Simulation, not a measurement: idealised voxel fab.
Process module name: voxel fin reveal
This is section cut - it's 295 nm across, gridded in 5 nm square cells.
The cross-sections in this document take the form of a grid made of square cells. They are written out as bands, in order from top to bottom. Each band consists of one or more rows of cells. It is stipulated that each band's entry specify, in nanometres, the height of the top of the band and then that of its bottom, followed by the materials of the band in left-to-right sequence, each together with its width in nanometres. A single material marked by the word "throughout" is understood to fill the band from edge to edge; the word "air" is understood to denote empty space. Heights are reckoned from 0. Under this level, the received wafer is all of one material. The bottommost band is open-ended downward, for example "z 0 and below". Read "30 to 40" as a graded width: first number on top, second number at the bottom, same change between each pair of neighbouring rows. "same as before" means the step left every cell of the cross-section as it was. Enclosed voids (no open way to top), threshold 8 cells or more, entry "Unvented cavities", notation width x height at distance, distance from left edge, nm. If you see something after the settings on a step's line, that's the simulator's own remark about that step. The line of a step may include "overlay nm". On a step with a mask, this value is how far to the right of its planned place the mask lay. A negative value means the mask lay to the left.
**Steps in the process plan**
1,RECEIVE (material Si)
2,CONFORMAL_DEP (material SiN; thk nm 5)
3,MASKED_ETCH (tone cover; mask id FINS; width nm 15; pitch nm 45; etch materials SiN; depth nm 5; overlay nm 0)
4,MASKED_ETCH (tone cover; mask id FINS; width nm 15; pitch nm 45; etch materials Si; depth nm 30; overlay nm 0)
5,OXIDIZE (depth nm 5)
6,FILL_DEP (material SiO2; thk nm 5)
7,CMP (height nm 5)
8,SELECTIVE_ETCH (etch materials SiO2; depth nm 25)
9,STRIP (etch materials SiN)
**Received-state cross-section, reflecting completion of step 1**
z 0 and below  Si throughout
Unvented cavities: none
**Wafer at module end, in section. Began as above, planned as above, run with one mistake**
z 0 to -5  Si 90 nm, then air 25 nm, then Si 20 nm, then air 25 nm, then Si 20 nm, then air 25 nm, then Si 90 nm
z -5 and below  Si throughout
Unvented cavities: none
What was the processing mistake? step 3 did not happen as planned, as run it was MASKED_ETCH (tone open; mask id FINS; width nm 15; pitch nm 45; etch materials SiN; depth nm 5; overlay nm 0)
